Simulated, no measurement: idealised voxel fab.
This is a process module. Its name is voxel transistor to metal.
Square cells of 5 nm make up the cross-section cut, whose width is 215 nm.
A cross-section is a grid of square cells, given in bands from the top down. A band is one or more rows of cells. Heights first: top, then bottom, in nm. Then materials, left to right, each with a width in nm. "all across" on a single material: fills the band edge to edge. "empty": empty space. It should be noted that heights are counted from 0, beneath which the wafer as supplied is of one material throughout, and that the lowest band possesses no lower boundary but continues downward, as written in "0 -> down". The notation "30->40" denotes a width that varies across the rows of cells in the band, beginning at the first number in the top row, finishing at the second number in the bottom row, and changing by an identical amount from each row to the next. For the purposes of this document, the phrase "nothing changed" attached to a step denotes that no cell within the cross-section was modified by that step. This entry, "Fully closed voids", enumerates those empty regions of no fewer than 8 cells that possess no open connection to the top. Each region is reported in the form width x height at distance, the distance being taken from the left edge, with all three quantities expressed in nm. after a step's settings: what the simulator itself notes on the step. The "overlay nm" setting may appear on a step's line; for a step that uses a mask, it gives how far to the right of its planned position the mask lay, and a negative value indicates the left.

[Set out below are the planned steps of the process]
- 1: RECEIVE,material Si
- 2: OXIDIZE,depth nm 5
- 3: CONFORMAL_DEP,material SiN,thk nm 15
- 4: MASKED_ETCH,tone cover,mask id ACTIVE,width nm 95,etch materials SiN,depth nm 15,overlay nm 0
- 5: MASKED_ETCH,tone cover,mask id ACTIVE,width nm 95,etch materials SiO2,depth nm 5,overlay nm 0
- 6: MASKED_ETCH,tone cover,mask id ACTIVE,width nm 95,etch materials Si,depth nm 35,overlay nm 0
- 7: OXIDIZE,depth nm 5
- 8: FILL_DEP,material SiO2,thk nm 10
- 9: CMP,height nm 15
- 10: SELECTIVE_ETCH,etch materials SiO2,depth nm 5
- 11: STRIP,etch materials SiN
- 12: SELECTIVE_ETCH,etch materials SiO2,depth nm 5
- 13: OXIDIZE,depth nm 5
- 14: DIRECTIONAL_DEP,material polySi,thk nm 30
- 15: DIRECTIONAL_DEP,material SiCN,thk nm 15
- 16: MASKED_ETCH,tone cover,mask id GATE,width nm 15,etch materials SiCN,depth nm 25,overlay nm 0
- 17: MASKED_ETCH,tone cover,mask id GATE,width nm 15,etch materials polySi,depth nm 40,overlay nm 0
- 18: CONFORMAL_DEP,material SiO2,thk nm 5
- 19: DIRECTIONAL_ETCH,etch materials SiO2,depth nm 5
- 20: CONFORMAL_DEP,material SiN,thk nm 5
- 21: DIRECTIONAL_ETCH,etch materials SiN,depth nm 5
- 22: DIRECTIONAL_ETCH,etch materials SiO2,depth nm 5
- 23: DIRECTIONAL_ETCH,etch materials Si,depth nm 15
- 24: EPI,material SiGe,thk nm 20
- 25: FILL_DEP,material SiO2,thk nm 10
- 26: CMP,height nm 40
- 27: DIRECTIONAL_DEP,material SiO2,thk nm 15
- 28: MASKED_ETCH,tone open,mask id CONTACT,width nm 25,pitch nm 50,etch materials SiO2,depth nm 45,overlay nm 0
- 29: CONFORMAL_DEP,material TiN,thk nm 5
- 30: FILL_DEP,material Ru,thk nm 10
- 31: CMP,height nm 55
- 32: CONFORMAL_DEP,material SiN,thk nm 5
- 33: DIRECTIONAL_DEP,material lowk,thk nm 15
- 34: PATTERN,tone open,mask id METAL_1,material resist,width nm 15,pitch nm 60,thk nm 20,overlay nm 0
- 35: DIRECTIONAL_ETCH,etch materials lowk,depth nm 15
- 36: DIRECTIONAL_ETCH,etch materials SiN,depth nm 5
- 37: STRIP,etch materials resist
- 38: CONFORMAL_DEP,material TiN,thk nm 5
- 39: FILL_DEP,material W,thk nm 5
- 40: CMP,height nm 75
- 41: EPI,material Ru,thk nm 5
- 42: FILL_DEP,material SiCN,thk nm 5

[Cross-section of the wafer at receipt, which is the condition after step 1]
	0 -> down  Si all across
	Fully closed voids: none

[Looking at the first of two wafers in cross-section at end of module - ran to plan]
	85 -> 80  SiCN all across
	80 -> 75  SiCN 65 | Ru 25 | SiCN 35 | Ru 25 | SiCN 65
	75 -> 60  lowk 70 | TiN 5 | W 5 | TiN 5 | lowk 45 | TiN 5 | W 5 | TiN 5 | lowk 70
	60 -> 55  SiN 70 | TiN 15 | SiN 45 | TiN 15 | SiN 70
	55 -> 45  SiO2 70 | TiN 5 | Ru 15 | TiN 5 | SiO2 25 | TiN 5 | Ru 15 | TiN 5 | SiO2 70
	45 -> 40  SiO2 70 | TiN 5 | Ru 10 | TiN 10 | SiO2 25 | TiN 10 | Ru 10 | TiN 5 | SiO2 70
	40 -> 25  SiO2 70 | TiN 5 | Ru 10 | TiN 5 | SiN 5 | SiO2 5 | SiCN 15 | SiO2 5 | SiN 5 | TiN 5 | Ru 10 | TiN 5 | SiO2 70
	25 -> 15  SiO2 70 | TiN 5 | Ru 10 | TiN 5 | SiN 5 | SiO2 5 | polySi 15 | SiO2 5 | SiN 5 | TiN 5 | Ru 10 | TiN 5 | SiO2 70
	15 -> 10  SiO2 70 | TiN 20 | SiN 5 | SiO2 5 | polySi 15 | SiO2 5 | SiN 5 | TiN 20 | SiO2 70
	10 -> 5  SiO2 70 | SiGe 20 | SiN 5 | SiO2 5 | polySi 15 | SiO2 5 | SiN 5 | SiGe 20 | SiO2 70
	5 -> -5  SiO2 60 | SiN 5 | SiO2 5 | SiGe 20 | SiN 5 | SiO2 5 | polySi 15 | SiO2 5 | SiN 5 | SiGe 20 | SiO2 5 | SiN 5 | SiO2 60
	-5 -> -10  SiO2 65 | SiGe 25 | SiO2 35 | SiGe 25 | SiO2 65
	-10 -> -25  SiO2 65 | SiGe 25 | Si 35 | SiGe 25 | SiO2 65
	-25 -> -45  SiO2 65 | Si 85 | SiO2 65
	-45 -> down  Si all across
	Fully closed voids: none

[Here is the second of the two wafers cut open at the end of the module - same start, same plan as the first one, but we made one mistake running it]
	85 -> 80  SiCN all across
	80 -> 75  SiCN 65 | Ru 25 | SiCN 35 | Ru 25 | SiCN 65
	75 -> 60  lowk 70 | TiN 5 | W 5 | TiN 5 | lowk 45 | TiN 5 | W 5 | TiN 5 | lowk 70
	60 -> 55  SiN 70 | TiN 15 | SiN 45 | TiN 15 | SiN 70
	55 -> 45  SiO2 70 | TiN 5 | Ru 15 | TiN 5 | SiO2 25 | TiN 5 | Ru 15 | TiN 5 | SiO2 70
	45 -> 40  SiO2 70 | TiN 5 | Ru 10 | TiN 10 | SiO2 25 | TiN 10 | Ru 10 | TiN 5 | SiO2 70
	40 -> 25  SiO2 70 | TiN 5 | Ru 10 | TiN 5 | SiN 5 | SiO2 5 | SiCN 15 | SiO2 5 | SiN 5 | TiN 5 | Ru 10 | TiN 5 | SiO2 70
	25 -> 15  SiO2 70 | TiN 5 | Ru 10 | TiN 5 | SiN 5 | SiO2 5 | polySi 15 | SiO2 5 | SiN 5 | TiN 5 | Ru 10 | TiN 5 | SiO2 70
	15 -> 10  SiO2 70 | TiN 20 | SiN 5 | SiO2 5 | polySi 15 | SiO2 5 | SiN 5 | TiN 20 | SiO2 70
	10 -> 5  SiO2 65 | SiGe 25 | SiN 5 | SiO2 5 | polySi 15 | SiO2 5 | SiN 5 | SiGe 20 | SiO2 70
	5 -> -5  SiO2 65 | SiN 5 | SiGe 20 | SiN 5 | SiO2 5 | polySi 15 | SiO2 5 | SiN 5 | SiGe 20 | SiO2 5 | SiN 5 | SiO2 60
	-5 -> -10  SiO2 70 | SiGe 20 | SiO2 35 | SiGe 25 | SiO2 65
	-10 -> -25  SiO2 65 | Si 5 | SiGe 20 | Si 35 | SiGe 25 | SiO2 65
	-25 -> -45  SiO2 65 | Si 85 | SiO2 65
	-45 -> down  Si all across
	Fully closed voids: none
Where did the run depart from the plan? heads up, step 4 didn't go per plan, it actually ran as MASKED_ETCH,tone cover,mask id ACTIVE,width nm 90,etch materials SiN,depth nm 15,overlay nm 0
Count the cells at the end and the second wafer has more or fewer of some materials than the first: +3 Si, -3 SiGe
